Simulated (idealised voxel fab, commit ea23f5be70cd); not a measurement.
process module | voxel transistor to metal
cross-section cut | 280 nm wide | cells 5 nm
A cross-section is a grid of square cells, given in bands from the top down. A band is one or more rows of cells.
Each band's line starts with the height of the band's top and of its bottom, in nm. Then come its materials from left to right, each with its width in nm. One material with "throughout" fills the band from edge to edge. "air" is empty space.
Height 0 is the level under which the wafer as received is all one material. The lowest band goes on downwards, as in "0 down".
A width such as "30 to 40" changes by the same amount from each row of cells to the next, from the band's top row to its bottom row.
"no change" after a step means that no cell of the cross-section changed.
closed voids: empty space of 8 cells or more with no open way to the top, each as width x height at its distance from the left edge, in nm
after a step's settings: what the simulator itself notes on the step
overlay nm, on a step with a mask: how far to the right of its planned place the mask lay; to the left if negative
plan
1 op RECEIVE | material Si
2 op OXIDIZE | depth nm 5
3 op CONFORMAL_DEP | material SiN | thk nm 10
4 op MASKED_ETCH | tone cover | mask id ACTIVE | width nm 110 | pitch nm 135 | etch materials SiN | depth nm 10 | overlay nm 0
5 op MASKED_ETCH | tone cover | mask id ACTIVE | width nm 110 | pitch nm 135 | etch materials SiO2 | depth nm 5 | overlay nm 0
6 op MASKED_ETCH | tone cover | mask id ACTIVE | width nm 110 | pitch nm 135 | etch materials Si | depth nm 35 | overlay nm 0
7 op FILL_DEP | material SiO2 | thk nm 10
8 op CMP | height nm 10
9 op SELECTIVE_ETCH | etch materials SiO2 | depth nm 10
10 op STRIP | etch materials SiN
11 op SELECTIVE_ETCH | etch materials SiO2 | depth nm 5
12 op OXIDIZE | depth nm 5
13 op DIRECTIONAL_DEP | material polySi | thk nm 20
14 op DIRECTIONAL_DEP | material SiCN | thk nm 10
15 op PATTERN | tone cover | mask id GATE | material resist | width nm 30 | pitch nm 135 | thk nm 15 | overlay nm 0
16 op DIRECTIONAL_ETCH | etch materials SiCN | depth nm 20
17 op DIRECTIONAL_ETCH | etch materials polySi | depth nm 30
18 op STRIP | etch materials resist
19 op CONFORMAL_DEP | material SiN | thk nm 5
20 op DIRECTIONAL_ETCH | etch materials SiN | depth nm 5
21 op DIRECTIONAL_ETCH | etch materials SiO2 | depth nm 5
22 op DIRECTIONAL_ETCH | etch materials Si | depth nm 15
23 op EPI | material SiGe | thk nm 15
24 op FILL_DEP | material SiO2 | thk nm 10
25 op CMP | height nm 15
26 op STRIP | etch materials polySi
27 op SELECTIVE_ETCH | etch materials SiO2 | depth nm 5
28 op CONFORMAL_DEP | material HfO2 | thk nm 5
29 op CONFORMAL_DEP | material TiN | thk nm 5
30 op FILL_DEP | material W | thk nm 5
31 op CMP | height nm 10
32 op DIRECTIONAL_DEP | material SiO2 | thk nm 10
33 op MASKED_ETCH | tone open | mask id CONTACT | width nm 20 | etch materials SiO2 | depth nm 30 | overlay nm 0
34 op CONFORMAL_DEP | material TiN | thk nm 5
35 op FILL_DEP | material W | thk nm 5
36 op CMP | height nm 20
37 op DIRECTIONAL_DEP | material TiN | thk nm 5
38 op DIRECTIONAL_DEP | material W | thk nm 20
39 op PATTERN | tone cover | mask id METAL_1 | material resist | width nm 20 | thk nm 20 | overlay nm 0
40 op DIRECTIONAL_ETCH | etch materials W | depth nm 20
41 op DIRECTIONAL_ETCH | etch materials TiN | depth nm 5
42 op STRIP | etch materials resist
43 op CONFORMAL_DEP | material SiCN | thk nm 5
44 op FILL_DEP | material SiO2 | thk nm 5
45 op CMP | height nm 45
46 op CONFORMAL_DEP | material SiN | thk nm 5
first wafer, as planned
as received, after step 1
  0 down: Si throughout
  closed voids: none
after step 2
  0 to -5: SiO2 throughout
  below -5: unchanged
after step 3
  10 to 0: SiN throughout
  below 0: unchanged
after step 4
  10 to 0: air 15 | SiN 110 | air 25 | SiN 110 | air 20
  below 0: unchanged
after step 5
  10 to 0: air 15 | SiN 110 | air 25 | SiN 110 | air 20
  0 to -5: air 15 | SiO2 110 | air 25 | SiO2 110 | air 20
  below -5: unchanged
after step 6
  10 to 0: air 15 | SiN 110 | air 25 | SiN 110 | air 20
  0 to -5: air 15 | SiO2 110 | air 25 | SiO2 110 | air 20
  -5 to -40: air 15 | Si 110 | air 25 | Si 110 | air 20
  below -40: unchanged
after step 7
  20 to 10: SiO2 throughout
  10 to 0: SiO2 15 | SiN 110 | SiO2 25 | SiN 110 | SiO2 20
  0 to -5: SiO2 throughout
  -5 to -40: SiO2 15 | Si 110 | SiO2 25 | Si 110 | SiO2 20
  below -40: unchanged
after step 8
  10 to 0: SiO2 15 | SiN 110 | SiO2 25 | SiN 110 | SiO2 20
  below 0: unchanged
after step 9
  10 to 0: air 15 | SiN 110 | air 25 | SiN 110 | air 20
  below 0: unchanged
after step 10
  0 to -5: SiO2 throughout
  below -5: unchanged
after step 11
  -5 to -40: SiO2 15 | Si 110 | SiO2 25 | Si 110 | SiO2 20
  below -40: unchanged
after step 12
  -5 to -10: SiO2 throughout
  below -10: unchanged
after step 13
  15 to -5: polySi throughout
  below -5: unchanged
after step 14
  25 to 15: SiCN throughout
  below 15: unchanged
after step 15
  40 to 25: air 55 | resist 30 | air 105 | resist 30 | air 60
  below 25: unchanged
after step 16
  40 to 25: air 55 | resist 30 | air 105 | resist 30 | air 60
  25 to 15: air 55 | SiCN 30 | air 105 | SiCN 30 | air 60
  below 15: unchanged
after step 17
  40 to 25: air 55 | resist 30 | air 105 | resist 30 | air 60
  25 to 15: air 55 | SiCN 30 | air 105 | SiCN 30 | air 60
  15 to -5: air 55 | polySi 30 | air 105 | polySi 30 | air 60
  below -5: unchanged
after step 18
  25 to 15: air 55 | SiCN 30 | air 105 | SiCN 30 | air 60
  below 15: unchanged
after step 19
  30 to 25: air 50 | SiN 40 | air 95 | SiN 40 | air 55
  25 to 15: air 50 | SiN 5 | SiCN 30 | SiN 5 | air 95 | SiN 5 | SiCN 30 | SiN 5 | air 55
  15 to 0: air 50 | SiN 5 | polySi 30 | SiN 5 | air 95 | SiN 5 | polySi 30 | SiN 5 | air 55
  0 to -5: SiN 55 | polySi 30 | SiN 105 | polySi 30 | SiN 60
  below -5: unchanged
after step 20
  25 to 15: air 50 | SiN 5 | SiCN 30 | SiN 5 | air 95 | SiN 5 | SiCN 30 | SiN 5 | air 55
  15 to -5: air 50 | SiN 5 | polySi 30 | SiN 5 | air 95 | SiN 5 | polySi 30 | SiN 5 | air 55
  below -5: unchanged
after step 21
  25 to 15: air 50 | SiN 5 | SiCN 30 | SiN 5 | air 95 | SiN 5 | SiCN 30 | SiN 5 | air 55
  15 to -5: air 50 | SiN 5 | polySi 30 | SiN 5 | air 95 | SiN 5 | polySi 30 | SiN 5 | air 55
  -5 to -10: air 50 | SiO2 40 | air 95 | SiO2 40 | air 55
  below -10: unchanged
after step 22
  25 to 15: air 50 | SiN 5 | SiCN 30 | SiN 5 | air 95 | SiN 5 | SiCN 30 | SiN 5 | air 55
  15 to -5: air 50 | SiN 5 | polySi 30 | SiN 5 | air 95 | SiN 5 | polySi 30 | SiN 5 | air 55
  -5 to -10: air 50 | SiO2 40 | air 95 | SiO2 40 | air 55
  -10 to -25: SiO2 15 | air 35 | Si 40 | air 35 | SiO2 25 | air 35 | Si 40 | air 35 | SiO2 20
  below -25: unchanged
after step 23
  25 to 15: air 50 | SiN 5 | SiCN 30 | SiN 5 | air 95 | SiN 5 | SiCN 30 | SiN 5 | air 55
  15 to 5: air 50 | SiN 5 | polySi 30 | SiN 5 | air 95 | SiN 5 | polySi 30 | SiN 5 | air 55
  5 to -5: air 35 | SiGe 15 | SiN 5 | polySi 30 | SiN 5 | SiGe 15 | air 65 | SiGe 15 | SiN 5 | polySi 30 | SiN 5 | SiGe 15 | air 40
  -5 to -10: air 35 | SiGe 15 | SiO2 40 | SiGe 15 | air 65 | SiGe 15 | SiO2 40 | SiGe 15 | air 40
  -10 to -25: SiO2 15 | SiGe 35 | Si 40 | SiGe 35 | SiO2 25 | SiGe 35 | Si 40 | SiGe 35 | SiO2 20
  below -25: unchanged
after step 24
  35 to 25: SiO2 throughout
  25 to 15: SiO2 50 | SiN 5 | SiCN 30 | SiN 5 | SiO2 95 | SiN 5 | SiCN 30 | SiN 5 | SiO2 55
  15 to 5: SiO2 50 | SiN 5 | polySi 30 | SiN 5 | SiO2 95 | SiN 5 | polySi 30 | SiN 5 | SiO2 55
  5 to -5: SiO2 35 | SiGe 15 | SiN 5 | polySi 30 | SiN 5 | SiGe 15 | SiO2 65 | SiGe 15 | SiN 5 | polySi 30 | SiN 5 | SiGe 15 | SiO2 40
  -5 to -10: SiO2 35 | SiGe 15 | SiO2 40 | SiGe 15 | SiO2 65 | SiGe 15 | SiO2 40 | SiGe 15 | SiO2 40
  below -10: unchanged
after step 25
  15 to 5: SiO2 50 | SiN 5 | polySi 30 | SiN 5 | SiO2 95 | SiN 5 | polySi 30 | SiN 5 | SiO2 55
  below 5: unchanged
after step 26
  15 to 5: SiO2 50 | SiN 5 | air 30 | SiN 5 | SiO2 95 | SiN 5 | air 30 | SiN 5 | SiO2 55
  5 to -5: SiO2 35 | SiGe 15 | SiN 5 | air 30 | SiN 5 | SiGe 15 | SiO2 65 | SiGe 15 | SiN 5 | air 30 | SiN 5 | SiGe 15 | SiO2 40
  below -5: unchanged
after step 27
  15 to 10: air 50 | SiN 5 | air 30 | SiN 5 | air 95 | SiN 5 | air 30 | SiN 5 | air 55
  10 to 5: SiO2 50 | SiN 5 | air 30 | SiN 5 | SiO2 95 | SiN 5 | air 30 | SiN 5 | SiO2 55
  5 to -5: SiO2 35 | SiGe 15 | SiN 5 | air 30 | SiN 5 | SiGe 15 | SiO2 65 | SiGe 15 | SiN 5 | air 30 | SiN 5 | SiGe 15 | SiO2 40
  -5 to -10: SiO2 35 | SiGe 15 | air 40 | SiGe 15 | SiO2 65 | SiGe 15 | air 40 | SiGe 15 | SiO2 40
  below -10: unchanged
after step 28
  20 to 15: air 45 | HfO2 15 | air 20 | HfO2 15 | air 85 | HfO2 15 | air 20 | HfO2 15 | air 50
  15 to 10: HfO2 50 | SiN 5 | HfO2 5 | air 20 | HfO2 5 | SiN 5 | HfO2 95 | SiN 5 | HfO2 5 | air 20 | HfO2 5 | SiN 5 | HfO2 55
  10 to 5: SiO2 50 | SiN 5 | HfO2 5 | air 20 | HfO2 5 | SiN 5 | SiO2 95 | SiN 5 | HfO2 5 | air 20 | HfO2 5 | SiN 5 | SiO2 55
  5 to -5: SiO2 35 | SiGe 15 | SiN 5 | HfO2 5 | air 20 | HfO2 5 | SiN 5 | SiGe 15 | SiO2 65 | SiGe 15 | SiN 5 | HfO2 5 | air 20 | HfO2 5 | SiN 5 | SiGe 15 | SiO2 40
  -5 to -10: SiO2 35 | SiGe 15 | HfO2 40 | SiGe 15 | SiO2 65 | SiGe 15 | HfO2 40 | SiGe 15 | SiO2 40
  below -10: unchanged
after step 29
  25 to 20: air 40 | TiN 25 | air 10 | TiN 25 | air 75 | TiN 25 | air 10 | TiN 25 | air 45
  20 to 15: TiN 45 | HfO2 15 | TiN 5 | air 10 | TiN 5 | HfO2 15 | TiN 85 | HfO2 15 | TiN 5 | air 10 | TiN 5 | HfO2 15 | TiN 50
  15 to 10: HfO2 50 | SiN 5 | HfO2 5 | TiN 5 | air 10 | TiN 5 | HfO2 5 | SiN 5 | HfO2 95 | SiN 5 | HfO2 5 | TiN 5 | air 10 | TiN 5 | HfO2 5 | SiN 5 | HfO2 55
  10 to 5: SiO2 50 | SiN 5 | HfO2 5 | TiN 5 | air 10 | TiN 5 | HfO2 5 | SiN 5 | SiO2 95 | SiN 5 | HfO2 5 | TiN 5 | air 10 | TiN 5 | HfO2 5 | SiN 5 | SiO2 55
  5 to 0: SiO2 35 | SiGe 15 | SiN 5 | HfO2 5 | TiN 5 | air 10 | TiN 5 | HfO2 5 | SiN 5 | SiGe 15 | SiO2 65 | SiGe 15 | SiN 5 | HfO2 5 | TiN 5 | air 10 | TiN 5 | HfO2 5 | SiN 5 | SiGe 15 | SiO2 40
  0 to -5: SiO2 35 | SiGe 15 | SiN 5 | HfO2 5 | TiN 20 | HfO2 5 | SiN 5 | SiGe 15 | SiO2 65 | SiGe 15 | SiN 5 | HfO2 5 | TiN 20 | HfO2 5 | SiN 5 | SiGe 15 | SiO2 40
  below -5: unchanged
after step 30
  30 to 25: W throughout
  25 to 20: W 40 | TiN 25 | W 10 | TiN 25 | W 75 | TiN 25 | W 10 | TiN 25 | W 45
  20 to 15: TiN 45 | HfO2 15 | TiN 5 | W 10 | TiN 5 | HfO2 15 | TiN 85 | HfO2 15 | TiN 5 | W 10 | TiN 5 | HfO2 15 | TiN 50
  15 to 10: HfO2 50 | SiN 5 | HfO2 5 | TiN 5 | W 10 | TiN 5 | HfO2 5 | SiN 5 | HfO2 95 | SiN 5 | HfO2 5 | TiN 5 | W 10 | TiN 5 | HfO2 5 | SiN 5 | HfO2 55
  10 to 5: SiO2 50 | SiN 5 | HfO2 5 | TiN 5 | W 10 | TiN 5 | HfO2 5 | SiN 5 | SiO2 95 | SiN 5 | HfO2 5 | TiN 5 | W 10 | TiN 5 | HfO2 5 | SiN 5 | SiO2 55
  5 to 0: SiO2 35 | SiGe 15 | SiN 5 | HfO2 5 | TiN 5 | W 10 | TiN 5 | HfO2 5 | SiN 5 | SiGe 15 | SiO2 65 | SiGe 15 | SiN 5 | HfO2 5 | TiN 5 | W 10 | TiN 5 | HfO2 5 | SiN 5 | SiGe 15 | SiO2 40
  below 0: unchanged
after step 31
  10 to 5: SiO2 50 | SiN 5 | HfO2 5 | TiN 5 | W 10 | TiN 5 | HfO2 5 | SiN 5 | SiO2 95 | SiN 5 | HfO2 5 | TiN 5 | W 10 | TiN 5 | HfO2 5 | SiN 5 | SiO2 55
  below 5: unchanged
after step 32
  20 to 10: SiO2 throughout
  below 10: unchanged
after step 33
  20 to 10: SiO2 20 | air 20 | SiO2 60 | air 20 | SiO2 35 | air 20 | SiO2 60 | air 20 | SiO2 25
  10 to 5: SiO2 20 | air 20 | SiO2 10 | SiN 5 | HfO2 5 | TiN 5 | W 10 | TiN 5 | HfO2 5 | SiN 5 | SiO2 10 | air 20 | SiO2 35 | air 20 | SiO2 10 | SiN 5 | HfO2 5 | TiN 5 | W 10 | TiN 5 | HfO2 5 | SiN 5 | SiO2 10 | air 20 | SiO2 25
  5 to 0: SiO2 20 | air 15 | SiGe 15 | SiN 5 | HfO2 5 | TiN 5 | W 10 | TiN 5 | HfO2 5 | SiN 5 | SiGe 15 | air 15 | SiO2 35 | air 15 | SiGe 15 | SiN 5 | HfO2 5 | TiN 5 | W 10 | TiN 5 | HfO2 5 | SiN 5 | SiGe 15 | air 15 | SiO2 25
  0 to -5: SiO2 20 | air 15 | SiGe 15 | SiN 5 | HfO2 5 | TiN 20 | HfO2 5 | SiN 5 | SiGe 15 | air 15 | SiO2 35 | air 15 | SiGe 15 | SiN 5 | HfO2 5 | TiN 20 | HfO2 5 | SiN 5 | SiGe 15 | air 15 | SiO2 25
  -5 to -10: SiO2 20 | air 15 | SiGe 15 | HfO2 40 | SiGe 15 | air 15 | SiO2 35 | air 15 | SiGe 15 | HfO2 40 | SiGe 15 | air 15 | SiO2 25
  below -10: unchanged
after step 34
  25 to 20: TiN 25 | air 10 | TiN 70 | air 10 | TiN 45 | air 10 | TiN 70 | air 10 | TiN 30
  20 to 10: SiO2 20 | TiN 5 | air 10 | TiN 5 | SiO2 60 | TiN 5 | air 10 | TiN 5 | SiO2 35 | TiN 5 | air 10 | TiN 5 | SiO2 60 | TiN 5 | air 10 | TiN 5 | SiO2 25
  10 to 5: SiO2 20 | TiN 5 | air 5 | TiN 10 | SiO2 10 | SiN 5 | HfO2 5 | TiN 5 | W 10 | TiN 5 | HfO2 5 | SiN 5 | SiO2 10 | TiN 10 | air 5 | TiN 5 | SiO2 35 | TiN 5 | air 5 | TiN 10 | SiO2 10 | SiN 5 | HfO2 5 | TiN 5 | W 10 | TiN 5 | HfO2 5 | SiN 5 | SiO2 10 | TiN 10 | air 5 | TiN 5 | SiO2 25
  5 to 0: SiO2 20 | TiN 5 | air 5 | TiN 5 | SiGe 15 | SiN 5 | HfO2 5 | TiN 5 | W 10 | TiN 5 | HfO2 5 | SiN 5 | SiGe 15 | TiN 5 | air 5 | TiN 5 | SiO2 35 | TiN 5 | air 5 | TiN 5 | SiGe 15 | SiN 5 | HfO2 5 | TiN 5 | W 10 | TiN 5 | HfO2 5 | SiN 5 | SiGe 15 | TiN 5 | air 5 | TiN 5 | SiO2 25
  0 to -5: SiO2 20 | TiN 5 | air 5 | TiN 5 | SiGe 15 | SiN 5 | HfO2 5 | TiN 20 | HfO2 5 | SiN 5 | SiGe 15 | TiN 5 | air 5 | TiN 5 | SiO2 35 | TiN 5 | air 5 | TiN 5 | SiGe 15 | SiN 5 | HfO2 5 | TiN 20 | HfO2 5 | SiN 5 | SiGe 15 | TiN 5 | air 5 | TiN 5 | SiO2 25
  -5 to -10: SiO2 20 | TiN 15 | SiGe 15 | HfO2 40 | SiGe 15 | TiN 15 | SiO2 35 | TiN 15 | SiGe 15 | HfO2 40 | SiGe 15 | TiN 15 | SiO2 25
  below -10: unchanged
after step 35
  30 to 25: W throughout
  25 to 20: TiN 25 | W 10 | TiN 70 | W 10 | TiN 45 | W 10 | TiN 70 | W 10 | TiN 30
  20 to 10: SiO2 20 | TiN 5 | W 10 | TiN 5 | SiO2 60 | TiN 5 | W 10 | TiN 5 | SiO2 35 | TiN 5 | W 10 | TiN 5 | SiO2 60 | TiN 5 | W 10 | TiN 5 | SiO2 25
  10 to 5: SiO2 20 | TiN 5 | W 5 | TiN 10 | SiO2 10 | SiN 5 | HfO2 5 | TiN 5 | W 10 | TiN 5 | HfO2 5 | SiN 5 | SiO2 10 | TiN 10 | W 5 | TiN 5 | SiO2 35 | TiN 5 | W 5 | TiN 10 | SiO2 10 | SiN 5 | HfO2 5 | TiN 5 | W 10 | TiN 5 | HfO2 5 | SiN 5 | SiO2 10 | TiN 10 | W 5 | TiN 5 | SiO2 25
  5 to 0: SiO2 20 | TiN 5 | W 5 | TiN 5 | SiGe 15 | SiN 5 | HfO2 5 | TiN 5 | W 10 | TiN 5 | HfO2 5 | SiN 5 | SiGe 15 | TiN 5 | W 5 | TiN 5 | SiO2 35 | TiN 5 | W 5 | TiN 5 | SiGe 15 | SiN 5 | HfO2 5 | TiN 5 | W 10 | TiN 5 | HfO2 5 | SiN 5 | SiGe 15 | TiN 5 | W 5 | TiN 5 | SiO2 25
  0 to -5: SiO2 20 | TiN 5 | W 5 | TiN 5 | SiGe 15 | SiN 5 | HfO2 5 | TiN 20 | HfO2 5 | SiN 5 | SiGe 15 | TiN 5 | W 5 | TiN 5 | SiO2 35 | TiN 5 | W 5 | TiN 5 | SiGe 15 | SiN 5 | HfO2 5 | TiN 20 | HfO2 5 | SiN 5 | SiGe 15 | TiN 5 | W 5 | TiN 5 | SiO2 25
  below -5: unchanged
after step 36
  20 to 10: SiO2 20 | TiN 5 | W 10 | TiN 5 | SiO2 60 | TiN 5 | W 10 | TiN 5 | SiO2 35 | TiN 5 | W 10 | TiN 5 | SiO2 60 | TiN 5 | W 10 | TiN 5 | SiO2 25
  below 10: unchanged
after step 37
  25 to 20: TiN throughout
  below 20: unchanged
after step 38
  45 to 25: W throughout
  below 25: unchanged
after step 39
  65 to 45: air 20 | resist 20 | air 60 | resist 20 | air 35 | resist 20 | air 60 | resist 20 | air 25
  below 45: unchanged
after step 40
  65 to 45: air 20 | resist 20 | air 60 | resist 20 | air 35 | resist 20 | air 60 | resist 20 | air 25
  45 to 25: air 20 | W 20 | air 60 | W 20 | air 35 | W 20 | air 60 | W 20 | air 25
  below 25: unchanged
after step 41
  65 to 45: air 20 | resist 20 | air 60 | resist 20 | air 35 | resist 20 | air 60 | resist 20 | air 25
  45 to 25: air 20 | W 20 | air 60 | W 20 | air 35 | W 20 | air 60 | W 20 | air 25
  25 to 20: air 20 | TiN 20 | air 60 | TiN 20 | air 35 | TiN 20 | air 60 | TiN 20 | air 25
  below 20: unchanged
after step 42
  45 to 25: air 20 | W 20 | air 60 | W 20 | air 35 | W 20 | air 60 | W 20 | air 25
  below 25: unchanged
after step 43
  50 to 45: air 15 | SiCN 30 | air 50 | SiCN 30 | air 25 | SiCN 30 | air 50 | SiCN 30 | air 20
  45 to 25: air 15 | SiCN 5 | W 20 | SiCN 5 | air 50 | SiCN 5 | W 20 | SiCN 5 | air 25 | SiCN 5 | W 20 | SiCN 5 | air 50 | SiCN 5 | W 20 | SiCN 5 | air 20
  25 to 20: SiCN 20 | TiN 20 | SiCN 60 | TiN 20 | SiCN 35 | TiN 20 | SiCN 60 | TiN 20 | SiCN 25
  below 20: unchanged
after step 44
  55 to 50: SiO2 throughout
  50 to 45: SiO2 15 | SiCN 30 | SiO2 50 | SiCN 30 | SiO2 25 | SiCN 30 | SiO2 50 | SiCN 30 | SiO2 20
  45 to 25: SiO2 15 | SiCN 5 | W 20 | SiCN 5 | SiO2 50 | SiCN 5 | W 20 | SiCN 5 | SiO2 25 | SiCN 5 | W 20 | SiCN 5 | SiO2 50 | SiCN 5 | W 20 | SiCN 5 | SiO2 20
  below 25: unchanged
after step 45
  45 to 25: SiO2 15 | SiCN 5 | W 20 | SiCN 5 | SiO2 50 | SiCN 5 | W 20 | SiCN 5 | SiO2 25 | SiCN 5 | W 20 | SiCN 5 | SiO2 50 | SiCN 5 | W 20 | SiCN 5 | SiO2 20
  below 25: unchanged
after step 46
  50 to 45: SiN throughout
  below 45: unchanged
second wafer: like start, like plan, one mistake. Through step 12 it matches the first wafer
when step 13 should have ended: no change
when step 14 should have ended
  5 to -5: SiCN throughout
  below -5: unchanged
when step 15 should have ended
  20 to 5: air 55 | resist 30 | air 105 | resist 30 | air 60
  below 5: unchanged
when step 16 should have ended
  20 to 5: air 55 | resist 30 | air 105 | resist 30 | air 60
  5 to -5: air 55 | SiCN 30 | air 105 | SiCN 30 | air 60
  below -5: unchanged
when step 17 should have ended: no change
when step 18 should have ended
  5 to -5: air 55 | SiCN 30 | air 105 | SiCN 30 | air 60
  below -5: unchanged
when step 19 should have ended
  10 to 5: air 50 | SiN 40 | air 95 | SiN 40 | air 55
  5 to 0: air 50 | SiN 5 | SiCN 30 | SiN 5 | air 95 | SiN 5 | SiCN 30 | SiN 5 | air 55
  0 to -5: SiN 55 | SiCN 30 | SiN 105 | SiCN 30 | SiN 60
  below -5: unchanged
when step 20 should have ended
  5 to -5: air 50 | SiN 5 | SiCN 30 | SiN 5 | air 95 | SiN 5 | SiCN 30 | SiN 5 | air 55
  below -5: unchanged
when step 21 should have ended
  5 to -5: air 50 | SiN 5 | SiCN 30 | SiN 5 | air 95 | SiN 5 | SiCN 30 | SiN 5 | air 55
  -5 to -10: air 50 | SiO2 40 | air 95 | SiO2 40 | air 55
  below -10: unchanged
when step 22 should have ended
  5 to -5: air 50 | SiN 5 | SiCN 30 | SiN 5 | air 95 | SiN 5 | SiCN 30 | SiN 5 | air 55
  -5 to -10: air 50 | SiO2 40 | air 95 | SiO2 40 | air 55
  -10 to -25: SiO2 15 | air 35 | Si 40 | air 35 | SiO2 25 | air 35 | Si 40 | air 35 | SiO2 20
  below -25: unchanged
when step 23 should have ended
  5 to -5: air 35 | SiGe 15 | SiN 5 | SiCN 30 | SiN 5 | SiGe 15 | air 65 | SiGe 15 | SiN 5 | SiCN 30 | SiN 5 | SiGe 15 | air 40
  -5 to -10: air 35 | SiGe 15 | SiO2 40 | SiGe 15 | air 65 | SiGe 15 | SiO2 40 | SiGe 15 | air 40
  -10 to -25: SiO2 15 | SiGe 35 | Si 40 | SiGe 35 | SiO2 25 | SiGe 35 | Si 40 | SiGe 35 | SiO2 20
  below -25: unchanged
when step 24 should have ended
  15 to 5: SiO2 throughout
  5 to -5: SiO2 35 | SiGe 15 | SiN 5 | SiCN 30 | SiN 5 | SiGe 15 | SiO2 65 | SiGe 15 | SiN 5 | SiCN 30 | SiN 5 | SiGe 15 | SiO2 40
  -5 to -10: SiO2 35 | SiGe 15 | SiO2 40 | SiGe 15 | SiO2 65 | SiGe 15 | SiO2 40 | SiGe 15 | SiO2 40
  below -10: unchanged
when step 25 should have ended: no change
when step 26 should have ended: no change
when step 27 should have ended
  10 to 5: SiO2 throughout
  below 5: unchanged
when step 28 should have ended
  15 to 10: HfO2 throughout
  below 10: unchanged
when step 29 should have ended
  20 to 15: TiN throughout
  below 15: unchanged
when step 30 should have ended
  25 to 20: W throughout
  below 20: unchanged
when step 31 should have ended
  10 to 5: SiO2 throughout
  below 5: unchanged
when step 32 should have ended
  20 to 5: SiO2 throughout
  below 5: unchanged
when step 33 should have ended
  20 to 5: SiO2 20 | air 20 | SiO2 60 | air 20 | SiO2 35 | air 20 | SiO2 60 | air 20 | SiO2 25
  5 to -5: SiO2 20 | air 15 | SiGe 15 | SiN 5 | SiCN 30 | SiN 5 | SiGe 15 | air 15 | SiO2 35 | air 15 | SiGe 15 | SiN 5 | SiCN 30 | SiN 5 | SiGe 15 | air 15 | SiO2 25
  -5 to -10: SiO2 20 | air 15 | SiGe 15 | SiO2 40 | SiGe 15 | air 15 | SiO2 35 | air 15 | SiGe 15 | SiO2 40 | SiGe 15 | air 15 | SiO2 25
  below -10: unchanged
when step 34 should have ended
  25 to 20: TiN 25 | air 10 | TiN 70 | air 10 | TiN 45 | air 10 | TiN 70 | air 10 | TiN 30
  20 to 10: SiO2 20 | TiN 5 | air 10 | TiN 5 | SiO2 60 | TiN 5 | air 10 | TiN 5 | SiO2 35 | TiN 5 | air 10 | TiN 5 | SiO2 60 | TiN 5 | air 10 | TiN 5 | SiO2 25
  10 to 5: SiO2 20 | TiN 5 | air 5 | TiN 10 | SiO2 60 | TiN 10 | air 5 | TiN 5 | SiO2 35 | TiN 5 | air 5 | TiN 10 | SiO2 60 | TiN 10 | air 5 | TiN 5 | SiO2 25
  5 to -5: SiO2 20 | TiN 5 | air 5 | TiN 5 | SiGe 15 | SiN 5 | SiCN 30 | SiN 5 | SiGe 15 | TiN 5 | air 5 | TiN 5 | SiO2 35 | TiN 5 | air 5 | TiN 5 | SiGe 15 | SiN 5 | SiCN 30 | SiN 5 | SiGe 15 | TiN 5 | air 5 | TiN 5 | SiO2 25
  -5 to -10: SiO2 20 | TiN 15 | SiGe 15 | SiO2 40 | SiGe 15 | TiN 15 | SiO2 35 | TiN 15 | SiGe 15 | SiO2 40 | SiGe 15 | TiN 15 | SiO2 25
  below -10: unchanged
when step 35 should have ended
  30 to 25: W throughout
  25 to 20: TiN 25 | W 10 | TiN 70 | W 10 | TiN 45 | W 10 | TiN 70 | W 10 | TiN 30
  20 to 10: SiO2 20 | TiN 5 | W 10 | TiN 5 | SiO2 60 | TiN 5 | W 10 | TiN 5 | SiO2 35 | TiN 5 | W 10 | TiN 5 | SiO2 60 | TiN 5 | W 10 | TiN 5 | SiO2 25
  10 to 5: SiO2 20 | TiN 5 | W 5 | TiN 10 | SiO2 60 | TiN 10 | W 5 | TiN 5 | SiO2 35 | TiN 5 | W 5 | TiN 10 | SiO2 60 | TiN 10 | W 5 | TiN 5 | SiO2 25
  5 to -5: SiO2 20 | TiN 5 | W 5 | TiN 5 | SiGe 15 | SiN 5 | SiCN 30 | SiN 5 | SiGe 15 | TiN 5 | W 5 | TiN 5 | SiO2 35 | TiN 5 | W 5 | TiN 5 | SiGe 15 | SiN 5 | SiCN 30 | SiN 5 | SiGe 15 | TiN 5 | W 5 | TiN 5 | SiO2 25
  below -5: unchanged
when step 36 should have ended
  20 to 10: SiO2 20 | TiN 5 | W 10 | TiN 5 | SiO2 60 | TiN 5 | W 10 | TiN 5 | SiO2 35 | TiN 5 | W 10 | TiN 5 | SiO2 60 | TiN 5 | W 10 | TiN 5 | SiO2 25
  below 10: unchanged
when step 37 should have ended
  25 to 20: TiN throughout
  below 20: unchanged
when step 38 should have ended
  45 to 25: W throughout
  below 25: unchanged
when step 39 should have ended
  65 to 45: air 20 | resist 20 | air 60 | resist 20 | air 35 | resist 20 | air 60 | resist 20 | air 25
  below 45: unchanged
when step 40 should have ended
  65 to 45: air 20 | resist 20 | air 60 | resist 20 | air 35 | resist 20 | air 60 | resist 20 | air 25
  45 to 25: air 20 | W 20 | air 60 | W 20 | air 35 | W 20 | air 60 | W 20 | air 25
  below 25: unchanged
when step 41 should have ended
  65 to 45: air 20 | resist 20 | air 60 | resist 20 | air 35 | resist 20 | air 60 | resist 20 | air 25
  45 to 25: air 20 | W 20 | air 60 | W 20 | air 35 | W 20 | air 60 | W 20 | air 25
  25 to 20: air 20 | TiN 20 | air 60 | TiN 20 | air 35 | TiN 20 | air 60 | TiN 20 | air 25
  below 20: unchanged
when step 42 should have ended
  45 to 25: air 20 | W 20 | air 60 | W 20 | air 35 | W 20 | air 60 | W 20 | air 25
  below 25: unchanged
when step 43 should have ended
  50 to 45: air 15 | SiCN 30 | air 50 | SiCN 30 | air 25 | SiCN 30 | air 50 | SiCN 30 | air 20
  45 to 25: air 15 | SiCN 5 | W 20 | SiCN 5 | air 50 | SiCN 5 | W 20 | SiCN 5 | air 25 | SiCN 5 | W 20 | SiCN 5 | air 50 | SiCN 5 | W 20 | SiCN 5 | air 20
  25 to 20: SiCN 20 | TiN 20 | SiCN 60 | TiN 20 | SiCN 35 | TiN 20 | SiCN 60 | TiN 20 | SiCN 25
  below 20: unchanged
when step 44 should have ended
  55 to 50: SiO2 throughout
  50 to 45: SiO2 15 | SiCN 30 | SiO2 50 | SiCN 30 | SiO2 25 | SiCN 30 | SiO2 50 | SiCN 30 | SiO2 20
  45 to 25: SiO2 15 | SiCN 5 | W 20 | SiCN 5 | SiO2 50 | SiCN 5 | W 20 | SiCN 5 | SiO2 25 | SiCN 5 | W 20 | SiCN 5 | SiO2 50 | SiCN 5 | W 20 | SiCN 5 | SiO2 20
  below 25: unchanged
when step 45 should have ended
  45 to 25: SiO2 15 | SiCN 5 | W 20 | SiCN 5 | SiO2 50 | SiCN 5 | W 20 | SiCN 5 | SiO2 25 | SiCN 5 | W 20 | SiCN 5 | SiO2 50 | SiCN 5 | W 20 | SiCN 5 | SiO2 20
  below 25: unchanged
when step 46 should have ended
  50 to 45: SiN throughout
  below 45: unchanged
what went wrong: step 13 was left out
at the end the second wafer has, in cells: 28 fewer of HfO2 | 24 more of SiCN | 4 fewer of SiN | 32 more of SiO2 | 16 fewer of TiN | 8 fewer of W
